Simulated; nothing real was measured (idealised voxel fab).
Process module heading - voxel tone inversion
Cross-section cut spans 240 nm and uses square cells 5 nm in size.
A cross-section in this document is a grid of square cells, and it is written down as bands, the top band listed before the ones below it; a band is made up of one or more rows of cells.
What a band's entry tells you: where the top is and where the bottom is, as heights in nm, and after that what lies inside, material by material from left to right, each with its width in nm. Empty space is written as the word "empty", and a single material marked with the word "everywhere" occupies the band from edge to edge.
Basically, 0 is our baseline, since under it the wafer straight out of the box is all one material. The bottom band has no lower end and keeps on going down, so it looks like "top 0, no bottom".
The expression "30..40" gives the width at the extremes of the band, the first number at its top row of cells and the second at its bottom row, with the width changing by equal amounts from each row to the next in between.
Any step labelled "remained unchanged" changed none of the cells in the cross-section.
Listed in "Unvented voids": every empty space of 8 or more cells without an open way to the top. Form: width x height at distance, the distance being from the left edge, all in nm.
Where a step's line continues beyond its settings, the continuation is a remark by the simulator itself on that step.
The optional step-line setting "overlay nm" applies to steps with a mask and quantifies how far to the right of its planned location the mask lay, a negative value indicating leftward placement.

Listed below are the process steps as planned
1,RECEIVE [material Si]
2,CONFORMAL_DEP [material SiN] [thk nm 5]
3,DIRECTIONAL_DEP [material aC] [thk nm 20]
4,PATTERN [tone cover] [mask id POSTS] [material resist] [width nm 15] [pitch nm 45] [thk nm 30] [overlay nm 0]
5,DIRECTIONAL_ETCH [etch materials aC] [depth nm 20]
6,STRIP [etch materials resist]
7,FILL_DEP [material SiO2] [thk nm 5]
8,CMP [height nm 25]
9,STRIP [etch materials aC]
10,CONFORMAL_DEP [material TiN] [thk nm 5]
11,FILL_DEP [material Ru] [thk nm 5]
12,CMP [height nm 25]
13,CONFORMAL_DEP [material SiN] [thk nm 5]

Incoming wafer in cross-section (state: after step 1)
top 0, no bottom  Si everywhere
Unvented voids: none

Same starting wafer, same plan as above, one mistake in the execution; this is the cross-section at the end of the module
top 30, bottom 25  Ru everywhere
top 25, bottom 10  SiO2 45 nm / TiN 5 nm / Ru 5 nm / TiN 5 nm / SiO2 30 nm / TiN 5 nm / Ru 5 nm / TiN 5 nm / SiO2 30 nm / TiN 5 nm / Ru 5 nm / TiN 5 nm / SiO2 30 nm / TiN 5 nm / Ru 5 nm / TiN 5 nm / SiO2 45 nm
top 10, bottom 5  SiO2 45 nm / TiN 15 nm / SiO2 30 nm / TiN 15 nm / SiO2 30 nm / TiN 15 nm / SiO2 30 nm / TiN 15 nm / SiO2 45 nm
top 5, bottom 0  SiN everywhere
top 0, no bottom  Si everywhere
Unvented voids: none
Want to know what went wrong? it should be noted that step 13 was executed with settings other than those planned, the operation and settings actually applied being CONFORMAL_DEP [material Ru] [thk nm 5]
